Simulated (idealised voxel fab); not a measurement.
process module | voxel released beams
cross-section cut | 160 nm wide | cells 5 nm
A cross-section is a grid of square cells, given in bands from the top down. A band is one or more rows of cells.
Each band's line starts with the height of the band's top and of its bottom, in nm. Then come its materials from left to right, each with its width in nm. One material with "throughout" fills the band from edge to edge. "air" is empty space.
Height 0 is the level under which the wafer as received is all one material. The lowest band goes on downwards, as in "0 down".
A width such as "30 to 40" changes by the same amount from each row of cells to the next, from the band's top row to its bottom row.
"no change" after a step means that no cell of the cross-section changed.
closed voids: empty space of 8 cells or more with no open way to the top, each as width x height at its distance from the left edge, in nm
after a step's settings: what the simulator itself notes on the step
overlay nm, on a step with a mask: how far to the right of its planned place the mask lay; to the left if negative
plan
1 op RECEIVE | material Si
2 op CONFORMAL_DEP | material Al2O3 | thk nm 5
3 op DIRECTIONAL_DEP | material SiO2 | thk nm 10
4 op DIRECTIONAL_DEP | material aC | thk nm 15
5 op PATTERN | tone open | mask id ANCHOR | material resist | width nm 25 | thk nm 30 | overlay nm 0
6 op DIRECTIONAL_ETCH | etch materials aC | depth nm 15
7 op STRIP | etch materials resist
8 op DIRECTIONAL_ETCH | etch materials SiO2 | depth nm 10
9 op STRIP | etch materials aC
10 op CONFORMAL_DEP | material polySi | thk nm 10
11 op DIRECTIONAL_DEP | material aC | thk nm 10
12 op PATTERN | tone cover | mask id BEAM | material resist | width nm 85 | thk nm 25 | overlay nm 0
13 op DIRECTIONAL_ETCH | etch materials aC | depth nm 10
14 op STRIP | etch materials resist
15 op DIRECTIONAL_ETCH | etch materials polySi | depth nm 10
16 op STRIP | etch materials aC
17 op STRIP | etch materials SiO2
as received, after step 1
  0 down: Si throughout
  closed voids: none
first wafer at the end, as planned
  25 to 15: air 35 | polySi 15 | air 5 | polySi 65 | air 40
  15 to 5: air 40 | polySi 25 | air 95
  5 to 0: Al2O3 throughout
  0 down: Si throughout
  closed voids: none
second wafer at the end: like start, like plan, one mistake
  25 to 15: air 30 | polySi 20 | air 5 | polySi 70 | air 35
  15 to 5: air 40 | polySi 25 | air 95
  5 to 0: Al2O3 throughout
  0 down: Si throughout
  closed voids: none
what went wrong: step 12 ran as: op PATTERN | tone cover | mask id BEAM | material resist | width nm 95 | thk nm 25 | overlay nm 0
at the end the second wafer has, in cells: 4 more of polySi
